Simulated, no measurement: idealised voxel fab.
A process module follows: voxel ribs on slabs.
Cross-sectional view cut (width: 280 nm; square cell size: 5 nm).
Throughout this document, each cross-section is represented as a grid of square cells and is presented as a sequence of bands enumerated from the top downward, where a band comprises one or more rows of cells. First you get the band's top height and its bottom height, in nm, and then the materials it's made of, left to right, with each width in nm. If you see a single material with "full width", that one covers the band edge to edge. "empty" is empty space. The reference from which all heights are counted is 0, the level beneath which the as-received wafer is entirely one material; the lowest band, having no lower bound, proceeds downward and is written after the example "top 0, no bottom". The expression "30 to 40" gives the width at the extremes of the band, the first number at its top row of cells and the second at its bottom row, with the width changing by equal amounts from each row to the next in between. Where a step carries "nothing got changed", the cross-section came out of it unchanged, cell for cell. "Trapped void list" enumerates empty spaces isolated from the top, with no open way to it, that contain at least 8 cells, giving each as width x height at distance from the left edge, all three in nm. Post-settings text on a step line: simulator's own remark regarding the step. overlay nm: right-of-plan distance of the mask on a masked step; negative values mean left-of-plan.

# So here's the lineup of process steps we planned
- 1: RECEIVE (material Si)
- 2: DIRECTIONAL_DEP (material SiO2; thk nm 25)
- 3: DIRECTIONAL_DEP (material SiN; thk nm 25)
- 4: MASKED_ETCH (tone cover; mask id RIB; width nm 15; etch materials SiN; depth nm 15; overlay nm 0)
- 5: PATTERN (tone cover; mask id SLAB; material resist; width nm 55; thk nm 20; overlay nm 0)
- 6: DIRECTIONAL_ETCH (etch materials SiN; depth nm 10)
- 7: STRIP (etch materials resist)
- 8: FILL_DEP (material SiO2; thk nm 20)
- 9: CMP (height nm 65)
- 10: DIRECTIONAL_DEP (material TiN; thk nm 10)
- 11: DIRECTIONAL_DEP (material aC; thk nm 15)
- 12: PATTERN (tone cover; mask id HEATER; material resist; width nm 25; thk nm 35; overlay nm 0)
- 13: DIRECTIONAL_ETCH (etch materials aC; depth nm 15)
- 14: STRIP (etch materials resist)
- 15: DIRECTIONAL_ETCH (etch materials TiN; depth nm 10)
- 16: STRIP (etch materials aC)
- 17: CONFORMAL_DEP (material SiN; thk nm 10)

# What follows covers the first of two wafers; it ran as planned

# Wafer at receipt (post step 1), cross-section
top 0, no bottom | Si full width
Trapped void list: none

# Upon completion of step 2, the wafer appears in cross-section as shown
top 25, bottom 0 | SiO2 full width
Anything lower than 0 is untouched.

# Upon completion of step 3, the wafer appears in cross-section as shown
top 50, bottom 25 | SiN full width
Anything lower than 25 is untouched.

# Upon completion of step 4, the wafer appears in cross-section as shown
top 50, bottom 35 | 130 nm empty, then 15 nm SiN, then 135 nm empty
Anything lower than 35 is untouched.

# Upon completion of step 5, the wafer appears in cross-section as shown
top 70, bottom 50 | 110 nm empty, then 55 nm resist, then 115 nm empty
top 50, bottom 35 | 110 nm empty, then 20 nm resist, then 15 nm SiN, then 20 nm resist, then 115 nm empty
Anything lower than 35 is untouched.

# Upon completion of step 6, the wafer appears in cross-section as shown
top 70, bottom 50 | 110 nm empty, then 55 nm resist, then 115 nm empty
top 50, bottom 35 | 110 nm empty, then 20 nm resist, then 15 nm SiN, then 20 nm resist, then 115 nm empty
top 35, bottom 25 | 110 nm empty, then 55 nm SiN, then 115 nm empty
Anything lower than 25 is untouched.

# Upon completion of step 7, the wafer appears in cross-section as shown
top 50, bottom 35 | 130 nm empty, then 15 nm SiN, then 135 nm empty
Anything lower than 35 is untouched.

# Upon completion of step 8, the wafer appears in cross-section as shown
top 70, bottom 50 | SiO2 full width
top 50, bottom 35 | 130 nm SiO2, then 15 nm SiN, then 135 nm SiO2
top 35, bottom 25 | 110 nm SiO2, then 55 nm SiN, then 115 nm SiO2
Anything lower than 25 is untouched.

# Upon completion of step 9, the wafer appears in cross-section as shown
top 65, bottom 50 | SiO2 full width
Anything lower than 50 is untouched.

# Upon completion of step 10, the wafer appears in cross-section as shown
top 75, bottom 65 | TiN full width
Anything lower than 65 is untouched.

# Upon completion of step 11, the wafer appears in cross-section as shown
top 90, bottom 75 | aC full width
Anything lower than 75 is untouched.

# Upon completion of step 12, the wafer appears in cross-section as shown
top 125, bottom 90 | 125 nm empty, then 25 nm resist, then 130 nm empty
Anything lower than 90 is untouched.

# Upon completion of step 13, the wafer appears in cross-section as shown
top 110, bottom 90 | 125 nm empty, then 25 nm resist, then 130 nm empty
top 90, bottom 75 | 125 nm empty, then 25 nm aC, then 130 nm empty
Anything lower than 75 is untouched.

# Upon completion of step 14, the wafer appears in cross-section as shown
top 90, bottom 75 | 125 nm empty, then 25 nm aC, then 130 nm empty
Anything lower than 75 is untouched.

# Upon completion of step 15, the wafer appears in cross-section as shown
top 90, bottom 75 | 125 nm empty, then 25 nm aC, then 130 nm empty
top 75, bottom 65 | 125 nm empty, then 25 nm TiN, then 130 nm empty
Anything lower than 65 is untouched.

# Upon completion of step 16, the wafer appears in cross-section as shown
top 75, bottom 65 | 125 nm empty, then 25 nm TiN, then 130 nm empty
Anything lower than 65 is untouched.

# Upon completion of step 17, the wafer appears in cross-section as shown
top 85, bottom 75 | 115 nm empty, then 45 nm SiN, then 120 nm empty
top 75, bottom 65 | 125 nm SiN, then 25 nm TiN, then 130 nm SiN
Anything lower than 65 is untouched.

# The second wafer: identical to the first at the outset and in its planned sequence, differing only in that one mistake was made during processing; up to and including step 3, its path is the first wafer's path

# Second wafer shown in cross-section at the time step 4 was slated to end
top 50, bottom 35 | 130 nm SiN, then 15 nm empty, then 135 nm SiN
Anything lower than 35 is untouched.

# Second wafer shown in cross-section at the time step 5 was slated to end
top 70, bottom 50 | 110 nm empty, then 55 nm resist, then 115 nm empty
top 50, bottom 35 | 130 nm SiN, then 15 nm resist, then 135 nm SiN
Anything lower than 35 is untouched.

# Second wafer shown in cross-section at the time step 6 was slated to end
top 70, bottom 50 | 110 nm empty, then 55 nm resist, then 115 nm empty
top 50, bottom 40 | 110 nm empty, then 20 nm SiN, then 15 nm resist, then 20 nm SiN, then 115 nm empty
Anything lower than 40 is untouched.

# Second wafer shown in cross-section at the time step 7 was slated to end
top 50, bottom 40 | 110 nm empty, then 20 nm SiN, then 15 nm empty, then 20 nm SiN, then 115 nm empty
top 40, bottom 35 | 130 nm SiN, then 15 nm empty, then 135 nm SiN
Anything lower than 35 is untouched.

# Second wafer shown in cross-section at the time step 8 was slated to end
top 70, bottom 50 | SiO2 full width
top 50, bottom 40 | 110 nm SiO2, then 20 nm SiN, then 15 nm SiO2, then 20 nm SiN, then 115 nm SiO2
top 40, bottom 35 | 130 nm SiN, then 15 nm SiO2, then 135 nm SiN
Anything lower than 35 is untouched.

# Second wafer shown in cross-section at the time step 9 was slated to end
top 65, bottom 50 | SiO2 full width
Anything lower than 50 is untouched.

# Second wafer shown in cross-section at the time step 10 was slated to end
top 75, bottom 65 | TiN full width
Anything lower than 65 is untouched.

# Second wafer shown in cross-section at the time step 11 was slated to end
top 90, bottom 75 | aC full width
Anything lower than 75 is untouched.

# Second wafer shown in cross-section at the time step 12 was slated to end
top 125, bottom 90 | 125 nm empty, then 25 nm resist, then 130 nm empty
Anything lower than 90 is untouched.

# Second wafer shown in cross-section at the time step 13 was slated to end
top 110, bottom 90 | 125 nm empty, then 25 nm resist, then 130 nm empty
top 90, bottom 75 | 125 nm empty, then 25 nm aC, then 130 nm empty
Anything lower than 75 is untouched.

# Second wafer shown in cross-section at the time step 14 was slated to end
top 90, bottom 75 | 125 nm empty, then 25 nm aC, then 130 nm empty
Anything lower than 75 is untouched.

# Second wafer shown in cross-section at the time step 15 was slated to end
top 90, bottom 75 | 125 nm empty, then 25 nm aC, then 130 nm empty
top 75, bottom 65 | 125 nm empty, then 25 nm TiN, then 130 nm empty
Anything lower than 65 is untouched.

# Second wafer shown in cross-section at the time step 16 was slated to end
top 75, bottom 65 | 125 nm empty, then 25 nm TiN, then 130 nm empty
Anything lower than 65 is untouched.

# Second wafer shown in cross-section at the time step 17 was slated to end
top 85, bottom 75 | 115 nm empty, then 45 nm SiN, then 120 nm empty
top 75, bottom 65 | 125 nm SiN, then 25 nm TiN, then 130 nm SiN
Anything lower than 65 is untouched.
Processing error: step 4 was processed under conditions differing from the plan, specifically as MASKED_ETCH (tone open; mask id RIB; width nm 15; etch materials SiN; depth nm 15; overlay nm 0)
The final cell counts differ between the wafers, with the second having more or fewer of some materials than the first: SiN +150 | SiO2 -150
